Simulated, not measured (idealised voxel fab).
Process module in this document: voxel released beams
In the cross-section labelled cut, the width is 230 nm and each square cell is 5 nm.
A cross-section in this document is a grid of square cells, and it is written down as bands, the top band listed before the ones below it; a band is made up of one or more rows of cells. Within each band entry, the heights of the top and of the bottom of the band appear first, in that order and in nm; the materials of the band then follow from left to right, each with its corresponding width in nm. The designation "edge to edge" on a single material indicates that it fills the band from edge to edge; the designation "empty" indicates empty space. All heights in this document are referenced to 0, defined as the level beneath which the wafer, as received, consists entirely of one material. The lowest band is not bounded below; it extends indefinitely downward and is written in the form "0 down". Think of "30 to 40" as a width that walks from the first number to the second as you go down the band, top row to bottom row, taking equal-sized steps from row to row. Step note "no modification" = no cross-section cell changed. Sealed internal cavities: empty space of 8 cells or more with no open way to the top, each as width x height at its distance from the left edge, in nm. Past the settings on a step's line: simulator remark, on that step. overlay nm: step with mask; distance mask lay right of planned place; negative value = left of planned place.
So here's the lineup of process steps we planned
1. RECEIVE: material Si
2. CONFORMAL_DEP: material SiN, thk nm 10
3. DIRECTIONAL_DEP: material SiO2, thk nm 10
4. PATTERN: tone open, mask id ANCHOR, material resist, width nm 40, thk nm 15, overlay nm 0
5. DIRECTIONAL_ETCH: etch materials SiO2, depth nm 10
6. STRIP: etch materials resist
7. CONFORMAL_DEP: material polySi, thk nm 5
8. MASKED_ETCH: tone cover, mask id BEAM, width nm 100, etch materials polySi, depth nm 15, overlay nm 0
9. STRIP: etch materials SiO2
Heads up: all these wafers start the same, and what changes between them is the thk nm in step 7. The value you see in the plan is just what the first wafer got.
The first of several wafers in cross-section, exactly as it reached us after step 1
	0 down: Si edge to edge
	Sealed internal cavities: none
Note: the following table is arranged by wafer, a row apiece. Each row reports the end-of-module state: per material, cells gained (+) or cells lost (-) compared with the wafer as received; closed voids follow
thk nm 5, +92 SiN, +24 polySi, Sealed internal cavities: none
thk nm 10, +92 SiN, +48 polySi, Sealed internal cavities: none
thk nm 15, +92 SiN, +72 polySi, Sealed internal cavities: none
thk nm 20, +92 SiN, +76 SiO2, +122 polySi, Sealed internal cavities: none
thk nm 25, +92 SiN, +76 SiO2, +168 polySi, Sealed internal cavities: none
thk nm 30, +92 SiN, +76 SiO2, +214 polySi, Sealed internal cavities: none
